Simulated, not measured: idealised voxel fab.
Title: Process Module voxel wiring stack
Section shown: cut. Width: 215 nm. Cell size: 5 nm, square.
Cross-section format: a grid of square cells, given as bands from top to bottom; each band is one or more rows of cells. Basically the band line says how high the top is and how high the bottom is, in nm, and then what's in it from left to right, every material with its width in nm. Empty space shows up as "air", and if a single material carries "all across" it runs the full band edge to edge. Note: height 0 marks the level under which the wafer is uniformly one material as received. Lowest band unbounded below, written "0..down". The notation "30->40" denotes a width that varies across the rows of cells in the band, beginning at the first number in the top row, finishing at the second number in the bottom row, and changing by an identical amount from each row to the next. The cross-section has no changed cell in any step marked "all unchanged". "Closed cavity list" - sealed voids, min. 8 cells, no opening to top; format: width x height at distance (distance from left edge; nm throughout). Formally, on a step line, whatever follows the settings is a remark that the simulator itself makes on the step. overlay nm: right-of-plan distance of the mask on a masked step; negative values mean left-of-plan.

The following list gives the planned process steps
1. RECEIVE,material Si
2. CONFORMAL_DEP,material SiO2,thk nm 15
3. DIRECTIONAL_DEP,material TiN,thk nm 5
4. DIRECTIONAL_DEP,material Ru,thk nm 20
5. PATTERN,tone cover,mask id METAL_1,material resist,width nm 20,pitch nm 45,thk nm 15,overlay nm 0
6. DIRECTIONAL_ETCH,etch materials Ru,depth nm 20
7. DIRECTIONAL_ETCH,etch materials TiN,depth nm 5
8. STRIP,etch materials resist
9. FILL_DEP,material lowk,thk nm 5
10. CMP,height nm 40
11. CONFORMAL_DEP,material SiCN,thk nm 5
12. DIRECTIONAL_DEP,material SiO2,thk nm 35
13. PATTERN,tone open,mask id METAL_2,material resist,width nm 20,pitch nm 45,thk nm 20,overlay nm 0
14. DIRECTIONAL_ETCH,etch materials SiO2,depth nm 20
15. STRIP,etch materials resist
16. DIRECTIONAL_DEP,material aC,thk nm 15
17. PATTERN,tone open,mask id METAL_2_HOLES,material resist,width nm 15,pitch nm 90,thk nm 35,overlay nm 0
18. DIRECTIONAL_ETCH,etch materials aC,depth nm 15
19. STRIP,etch materials resist
20. DIRECTIONAL_ETCH,etch materials SiO2,depth nm 15
21. DIRECTIONAL_ETCH,etch materials SiCN,depth nm 5
22. STRIP,etch materials aC
23. CONFORMAL_DEP,material TiN,thk nm 5
24. FILL_DEP,material Cu,thk nm 5
25. CMP,height nm 80
26. CONFORMAL_DEP,material SiN,thk nm 5

The first of a set of two wafers, run to plan

Cross-section: wafer on arrival = after step 1
	0..down  Si all across
	Closed cavity list: none

Presented here is a cross-section of the wafer after step 2 has been performed
	15..0  SiO2 all across
	Anything lower than 0 is untouched.

Presented here is a cross-section of the wafer after step 3 has been performed
	20..15  TiN all across
	Anything lower than 15 is untouched.

Presented here is a cross-section of the wafer after step 4 has been performed
	40..20  Ru all across
	Anything lower than 20 is untouched.

Presented here is a cross-section of the wafer after step 5 has been performed
	55..40  30 nm air, then 20 nm resist, then 25 nm air, then 20 nm resist, then 25 nm air, then 20 nm resist, then 25 nm air, then 20 nm resist, then 30 nm air
	Anything lower than 40 is untouched.

Presented here is a cross-section of the wafer after step 6 has been performed
	55..40  30 nm air, then 20 nm resist, then 25 nm air, then 20 nm resist, then 25 nm air, then 20 nm resist, then 25 nm air, then 20 nm resist, then 30 nm air
	40..20  30 nm air, then 20 nm Ru, then 25 nm air, then 20 nm Ru, then 25 nm air, then 20 nm Ru, then 25 nm air, then 20 nm Ru, then 30 nm air
	Anything lower than 20 is untouched.

Presented here is a cross-section of the wafer after step 7 has been performed
	55..40  30 nm air, then 20 nm resist, then 25 nm air, then 20 nm resist, then 25 nm air, then 20 nm resist, then 25 nm air, then 20 nm resist, then 30 nm air
	40..20  30 nm air, then 20 nm Ru, then 25 nm air, then 20 nm Ru, then 25 nm air, then 20 nm Ru, then 25 nm air, then 20 nm Ru, then 30 nm air
	20..15  30 nm air, then 20 nm TiN, then 25 nm air, then 20 nm TiN, then 25 nm air, then 20 nm TiN, then 25 nm air, then 20 nm TiN, then 30 nm air
	Anything lower than 15 is untouched.

Presented here is a cross-section of the wafer after step 8 has been performed
	40..20  30 nm air, then 20 nm Ru, then 25 nm air, then 20 nm Ru, then 25 nm air, then 20 nm Ru, then 25 nm air, then 20 nm Ru, then 30 nm air
	Anything lower than 20 is untouched.

Presented here is a cross-section of the wafer after step 9 has been performed
	45..40  lowk all across
	40..20  30 nm lowk, then 20 nm Ru, then 25 nm lowk, then 20 nm Ru, then 25 nm lowk, then 20 nm Ru, then 25 nm lowk, then 20 nm Ru, then 30 nm lowk
	20..15  30 nm lowk, then 20 nm TiN, then 25 nm lowk, then 20 nm TiN, then 25 nm lowk, then 20 nm TiN, then 25 nm lowk, then 20 nm TiN, then 30 nm lowk
	Anything lower than 15 is untouched.

Presented here is a cross-section of the wafer after step 10 has been performed
	40..20  30 nm lowk, then 20 nm Ru, then 25 nm lowk, then 20 nm Ru, then 25 nm lowk, then 20 nm Ru, then 25 nm lowk, then 20 nm Ru, then 30 nm lowk
	Anything lower than 20 is untouched.

Presented here is a cross-section of the wafer after step 11 has been performed
	45..40  SiCN all across
	Anything lower than 40 is untouched.

Presented here is a cross-section of the wafer after step 12 has been performed
	80..45  SiO2 all across
	Anything lower than 45 is untouched.

Presented here is a cross-section of the wafer after step 13 has been performed
	100..80  30 nm resist, then 20 nm air, then 25 nm resist, then 20 nm air, then 25 nm resist, then 20 nm air, then 25 nm resist, then 20 nm air, then 30 nm resist
	Anything lower than 80 is untouched.

Presented here is a cross-section of the wafer after step 14 has been performed
	100..80  30 nm resist, then 20 nm air, then 25 nm resist, then 20 nm air, then 25 nm resist, then 20 nm air, then 25 nm resist, then 20 nm air, then 30 nm resist
	80..60  30 nm SiO2, then 20 nm air, then 25 nm SiO2, then 20 nm air, then 25 nm SiO2, then 20 nm air, then 25 nm SiO2, then 20 nm air, then 30 nm SiO2
	Anything lower than 60 is untouched.

Presented here is a cross-section of the wafer after step 15 has been performed
	80..60  30 nm SiO2, then 20 nm air, then 25 nm SiO2, then 20 nm air, then 25 nm SiO2, then 20 nm air, then 25 nm SiO2, then 20 nm air, then 30 nm SiO2
	Anything lower than 60 is untouched.

Presented here is a cross-section of the wafer after step 16 has been performed
	95..80  30 nm aC, then 20 nm air, then 25 nm aC, then 20 nm air, then 25 nm aC, then 20 nm air, then 25 nm aC, then 20 nm air, then 30 nm aC
	80..75  30 nm SiO2, then 20 nm air, then 25 nm SiO2, then 20 nm air, then 25 nm SiO2, then 20 nm air, then 25 nm SiO2, then 20 nm air, then 30 nm SiO2
	75..60  30 nm SiO2, then 20 nm aC, then 25 nm SiO2, then 20 nm aC, then 25 nm SiO2, then 20 nm aC, then 25 nm SiO2, then 20 nm aC, then 30 nm SiO2
	Anything lower than 60 is untouched.

Presented here is a cross-section of the wafer after step 17 has been performed
	130..95  30 nm resist, then 15 nm air, then 75 nm resist, then 15 nm air, then 80 nm resist
	95..80  30 nm aC, then 15 nm air, then 5 nm resist, then 25 nm aC, then 20 nm resist, then 25 nm aC, then 15 nm air, then 5 nm resist, then 25 nm aC, then 20 nm resist, then 30 nm aC
	80..75  30 nm SiO2, then 15 nm air, then 5 nm resist, then 25 nm SiO2, then 20 nm resist, then 25 nm SiO2, then 15 nm air, then 5 nm resist, then 25 nm SiO2, then 20 nm resist, then 30 nm SiO2
	Anything lower than 75 is untouched.

Presented here is a cross-section of the wafer after step 18 has been performed
	115..95  30 nm resist, then 15 nm air, then 75 nm resist, then 15 nm air, then 80 nm resist
	95..80  30 nm aC, then 15 nm air, then 5 nm resist, then 25 nm aC, then 20 nm resist, then 25 nm aC, then 15 nm air, then 5 nm resist, then 25 nm aC, then 20 nm resist, then 30 nm aC
	80..75  30 nm SiO2, then 15 nm air, then 5 nm resist, then 25 nm SiO2, then 20 nm resist, then 25 nm SiO2, then 15 nm air, then 5 nm resist, then 25 nm SiO2, then 20 nm resist, then 30 nm SiO2
	75..60  30 nm SiO2, then 15 nm air, then 5 nm aC, then 25 nm SiO2, then 20 nm aC, then 25 nm SiO2, then 15 nm air, then 5 nm aC, then 25 nm SiO2, then 20 nm aC, then 30 nm SiO2
	Anything lower than 60 is untouched.

Presented here is a cross-section of the wafer after step 19 has been performed
	95..80  30 nm aC, then 20 nm air, then 25 nm aC, then 20 nm air, then 25 nm aC, then 20 nm air, then 25 nm aC, then 20 nm air, then 30 nm aC
	80..75  30 nm SiO2, then 20 nm air, then 25 nm SiO2, then 20 nm air, then 25 nm SiO2, then 20 nm air, then 25 nm SiO2, then 20 nm air, then 30 nm SiO2
	Anything lower than 75 is untouched.

Presented here is a cross-section of the wafer after step 20 has been performed
	95..80  30 nm aC, then 20 nm air, then 25 nm aC, then 20 nm air, then 25 nm aC, then 20 nm air, then 25 nm aC, then 20 nm air, then 30 nm aC
	80..75  30 nm SiO2, then 20 nm air, then 25 nm SiO2, then 20 nm air, then 25 nm SiO2, then 20 nm air, then 25 nm SiO2, then 20 nm air, then 30 nm SiO2
	75..60  30 nm SiO2, then 15 nm air, then 5 nm aC, then 25 nm SiO2, then 20 nm aC, then 25 nm SiO2, then 15 nm air, then 5 nm aC, then 25 nm SiO2, then 20 nm aC, then 30 nm SiO2
	60..45  30 nm SiO2, then 15 nm air, then 75 nm SiO2, then 15 nm air, then 80 nm SiO2
	Anything lower than 45 is untouched.

Presented here is a cross-section of the wafer after step 21 has been performed
	95..80  30 nm aC, then 20 nm air, then 25 nm aC, then 20 nm air, then 25 nm aC, then 20 nm air, then 25 nm aC, then 20 nm air, then 30 nm aC
	80..75  30 nm SiO2, then 20 nm air, then 25 nm SiO2, then 20 nm air, then 25 nm SiO2, then 20 nm air, then 25 nm SiO2, then 20 nm air, then 30 nm SiO2
	75..60  30 nm SiO2, then 15 nm air, then 5 nm aC, then 25 nm SiO2, then 20 nm aC, then 25 nm SiO2, then 15 nm air, then 5 nm aC, then 25 nm SiO2, then 20 nm aC, then 30 nm SiO2
	60..45  30 nm SiO2, then 15 nm air, then 75 nm SiO2, then 15 nm air, then 80 nm SiO2
	45..40  30 nm SiCN, then 15 nm air, then 75 nm SiCN, then 15 nm air, then 80 nm SiCN
	Anything lower than 40 is untouched.

Presented here is a cross-section of the wafer after step 22 has been performed
	80..60  30 nm SiO2, then 20 nm air, then 25 nm SiO2, then 20 nm air, then 25 nm SiO2, then 20 nm air, then 25 nm SiO2, then 20 nm air, then 30 nm SiO2
	Anything lower than 60 is untouched.

Presented here is a cross-section of the wafer after step 23 has been performed
	85..80  35 nm TiN, then 10 nm air, then 35 nm TiN, then 10 nm air, then 35 nm TiN, then 10 nm air, then 35 nm TiN, then 10 nm air, then 35 nm TiN
	80..65  30 nm SiO2, then 5 nm TiN, then 10 nm air, then 5 nm TiN, then 25 nm SiO2, then 5 nm TiN, then 10 nm air, then 5 nm TiN, then 25 nm SiO2, then 5 nm TiN, then 10 nm air, then 5 nm TiN, then 25 nm SiO2, then 5 nm TiN, then 10 nm air, then 5 nm TiN, then 30 nm SiO2
	65..60  30 nm SiO2, then 5 nm TiN, then 5 nm air, then 10 nm TiN, then 25 nm SiO2, then 20 nm TiN, then 25 nm SiO2, then 5 nm TiN, then 5 nm air, then 10 nm TiN, then 25 nm SiO2, then 20 nm TiN, then 30 nm SiO2
	60..45  30 nm SiO2, then 5 nm TiN, then 5 nm air, then 5 nm TiN, then 75 nm SiO2, then 5 nm TiN, then 5 nm air, then 5 nm TiN, then 80 nm SiO2
	45..40  30 nm SiCN, then 15 nm TiN, then 75 nm SiCN, then 15 nm TiN, then 80 nm SiCN
	Anything lower than 40 is untouched.

Presented here is a cross-section of the wafer after step 24 has been performed
	90..85  Cu all across
	85..80  35 nm TiN, then 10 nm Cu, then 35 nm TiN, then 10 nm Cu, then 35 nm TiN, then 10 nm Cu, then 35 nm TiN, then 10 nm Cu, then 35 nm TiN
	80..65  30 nm SiO2, then 5 nm TiN, then 10 nm Cu, then 5 nm TiN, then 25 nm SiO2, then 5 nm TiN, then 10 nm Cu, then 5 nm TiN, then 25 nm SiO2, then 5 nm TiN, then 10 nm Cu, then 5 nm TiN, then 25 nm SiO2, then 5 nm TiN, then 10 nm Cu, then 5 nm TiN, then 30 nm SiO2
	65..60  30 nm SiO2, then 5 nm TiN, then 5 nm Cu, then 10 nm TiN, then 25 nm SiO2, then 20 nm TiN, then 25 nm SiO2, then 5 nm TiN, then 5 nm Cu, then 10 nm TiN, then 25 nm SiO2, then 20 nm TiN, then 30 nm SiO2
	60..45  30 nm SiO2, then 5 nm TiN, then 5 nm Cu, then 5 nm TiN, then 75 nm SiO2, then 5 nm TiN, then 5 nm Cu, then 5 nm TiN, then 80 nm SiO2
	Anything lower than 45 is untouched.

Presented here is a cross-section of the wafer after step 25 has been performed
	80..65  30 nm SiO2, then 5 nm TiN, then 10 nm Cu, then 5 nm TiN, then 25 nm SiO2, then 5 nm TiN, then 10 nm Cu, then 5 nm TiN, then 25 nm SiO2, then 5 nm TiN, then 10 nm Cu, then 5 nm TiN, then 25 nm SiO2, then 5 nm TiN, then 10 nm Cu, then 5 nm TiN, then 30 nm SiO2
	Anything lower than 65 is untouched.

Presented here is a cross-section of the wafer after step 26 has been performed
	85..80  SiN all across
	Anything lower than 80 is untouched.

It is to be noted that the second wafer proceeded from the same initial state and according to the same plan as the first, although one mistake was committed in its execution; through step 16, inclusive, the two wafers share an identical history

Second wafer cross-section, taken as of the time the plan sets for step 17 to be done
	130..95  35 nm resist, then 15 nm air, then 75 nm resist, then 15 nm air, then 75 nm resist
	95..80  30 nm aC, then 5 nm resist, then 15 nm air, then 25 nm aC, then 20 nm resist, then 25 nm aC, then 5 nm resist, then 15 nm air, then 25 nm aC, then 20 nm resist, then 30 nm aC
	80..75  30 nm SiO2, then 5 nm resist, then 15 nm air, then 25 nm SiO2, then 20 nm resist, then 25 nm SiO2, then 5 nm resist, then 15 nm air, then 25 nm SiO2, then 20 nm resist, then 30 nm SiO2
	Anything lower than 75 is untouched.

Second wafer cross-section, taken as of the time the plan sets for step 18 to be done
	115..95  35 nm resist, then 15 nm air, then 75 nm resist, then 15 nm air, then 75 nm resist
	95..80  30 nm aC, then 5 nm resist, then 15 nm air, then 25 nm aC, then 20 nm resist, then 25 nm aC, then 5 nm resist, then 15 nm air, then 25 nm aC, then 20 nm resist, then 30 nm aC
	80..75  30 nm SiO2, then 5 nm resist, then 15 nm air, then 25 nm SiO2, then 20 nm resist, then 25 nm SiO2, then 5 nm resist, then 15 nm air, then 25 nm SiO2, then 20 nm resist, then 30 nm SiO2
	75..60  30 nm SiO2, then 5 nm aC, then 15 nm air, then 25 nm SiO2, then 20 nm aC, then 25 nm SiO2, then 5 nm aC, then 15 nm air, then 25 nm SiO2, then 20 nm aC, then 30 nm SiO2
	Anything lower than 60 is untouched.

Second wafer cross-section, taken as of the time the plan sets for step 19 to be done
	95..80  30 nm aC, then 20 nm air, then 25 nm aC, then 20 nm air, then 25 nm aC, then 20 nm air, then 25 nm aC, then 20 nm air, then 30 nm aC
	80..75  30 nm SiO2, then 20 nm air, then 25 nm SiO2, then 20 nm air, then 25 nm SiO2, then 20 nm air, then 25 nm SiO2, then 20 nm air, then 30 nm SiO2
	Anything lower than 75 is untouched.

Second wafer cross-section, taken as of the time the plan sets for step 20 to be done
	95..80  30 nm aC, then 20 nm air, then 25 nm aC, then 20 nm air, then 25 nm aC, then 20 nm air, then 25 nm aC, then 20 nm air, then 30 nm aC
	80..75  30 nm SiO2, then 20 nm air, then 25 nm SiO2, then 20 nm air, then 25 nm SiO2, then 20 nm air, then 25 nm SiO2, then 20 nm air, then 30 nm SiO2
	75..60  30 nm SiO2, then 5 nm aC, then 15 nm air, then 25 nm SiO2, then 20 nm aC, then 25 nm SiO2, then 5 nm aC, then 15 nm air, then 25 nm SiO2, then 20 nm aC, then 30 nm SiO2
	60..45  35 nm SiO2, then 15 nm air, then 75 nm SiO2, then 15 nm air, then 75 nm SiO2
	Anything lower than 45 is untouched.

Second wafer cross-section, taken as of the time the plan sets for step 21 to be done
	95..80  30 nm aC, then 20 nm air, then 25 nm aC, then 20 nm air, then 25 nm aC, then 20 nm air, then 25 nm aC, then 20 nm air, then 30 nm aC
	80..75  30 nm SiO2, then 20 nm air, then 25 nm SiO2, then 20 nm air, then 25 nm SiO2, then 20 nm air, then 25 nm SiO2, then 20 nm air, then 30 nm SiO2
	75..60  30 nm SiO2, then 5 nm aC, then 15 nm air, then 25 nm SiO2, then 20 nm aC, then 25 nm SiO2, then 5 nm aC, then 15 nm air, then 25 nm SiO2, then 20 nm aC, then 30 nm SiO2
	60..45  35 nm SiO2, then 15 nm air, then 75 nm SiO2, then 15 nm air, then 75 nm SiO2
	45..40  35 nm SiCN, then 15 nm air, then 75 nm SiCN, then 15 nm air, then 75 nm SiCN
	Anything lower than 40 is untouched.

Second wafer cross-section, taken as of the time the plan sets for step 22 to be done
	80..60  30 nm SiO2, then 20 nm air, then 25 nm SiO2, then 20 nm air, then 25 nm SiO2, then 20 nm air, then 25 nm SiO2, then 20 nm air, then 30 nm SiO2
	Anything lower than 60 is untouched.

Second wafer cross-section, taken as of the time the plan sets for step 23 to be done
	85..80  35 nm TiN, then 10 nm air, then 35 nm TiN, then 10 nm air, then 35 nm TiN, then 10 nm air, then 35 nm TiN, then 10 nm air, then 35 nm TiN
	80..65  30 nm SiO2, then 5 nm TiN, then 10 nm air, then 5 nm TiN, then 25 nm SiO2, then 5 nm TiN, then 10 nm air, then 5 nm TiN, then 25 nm SiO2, then 5 nm TiN, then 10 nm air, then 5 nm TiN, then 25 nm SiO2, then 5 nm TiN, then 10 nm air, then 5 nm TiN, then 30 nm SiO2
	65..60  30 nm SiO2, then 10 nm TiN, then 5 nm air, then 5 nm TiN, then 25 nm SiO2, then 20 nm TiN, then 25 nm SiO2, then 10 nm TiN, then 5 nm air, then 5 nm TiN, then 25 nm SiO2, then 20 nm TiN, then 30 nm SiO2
	60..45  35 nm SiO2, then 5 nm TiN, then 5 nm air, then 5 nm TiN, then 75 nm SiO2, then 5 nm TiN, then 5 nm air, then 5 nm TiN, then 75 nm SiO2
	45..40  35 nm SiCN, then 15 nm TiN, then 75 nm SiCN, then 15 nm TiN, then 75 nm SiCN
	Anything lower than 40 is untouched.

Second wafer cross-section, taken as of the time the plan sets for step 24 to be done
	90..85  Cu all across
	85..80  35 nm TiN, then 10 nm Cu, then 35 nm TiN, then 10 nm Cu, then 35 nm TiN, then 10 nm Cu, then 35 nm TiN, then 10 nm Cu, then 35 nm TiN
	80..65  30 nm SiO2, then 5 nm TiN, then 10 nm Cu, then 5 nm TiN, then 25 nm SiO2, then 5 nm TiN, then 10 nm Cu, then 5 nm TiN, then 25 nm SiO2, then 5 nm TiN, then 10 nm Cu, then 5 nm TiN, then 25 nm SiO2, then 5 nm TiN, then 10 nm Cu, then 5 nm TiN, then 30 nm SiO2
	65..60  30 nm SiO2, then 10 nm TiN, then 5 nm Cu, then 5 nm TiN, then 25 nm SiO2, then 20 nm TiN, then 25 nm SiO2, then 10 nm TiN, then 5 nm Cu, then 5 nm TiN, then 25 nm SiO2, then 20 nm TiN, then 30 nm SiO2
	60..45  35 nm SiO2, then 5 nm TiN, then 5 nm Cu, then 5 nm TiN, then 75 nm SiO2, then 5 nm TiN, then 5 nm Cu, then 5 nm TiN, then 75 nm SiO2
	Anything lower than 45 is untouched.

Second wafer cross-section, taken as of the time the plan sets for step 25 to be done
	80..65  30 nm SiO2, then 5 nm TiN, then 10 nm Cu, then 5 nm TiN, then 25 nm SiO2, then 5 nm TiN, then 10 nm Cu, then 5 nm TiN, then 25 nm SiO2, then 5 nm TiN, then 10 nm Cu, then 5 nm TiN, then 25 nm SiO2, then 5 nm TiN, then 10 nm Cu, then 5 nm TiN, then 30 nm SiO2
	Anything lower than 65 is untouched.

Second wafer cross-section, taken as of the time the plan sets for step 26 to be done
	85..80  SiN all across
	Anything lower than 80 is untouched.
Deviation noted in wafer processing: step 17 was processed under conditions differing from the plan, specifically as PATTERN,tone open,mask id METAL_2_HOLES,material resist,width nm 15,pitch nm 90,thk nm 35,overlay nm 5
In the final comparison it is observed that the number of cells assigned to each material is identical for the two wafers, whereas their placement is not.
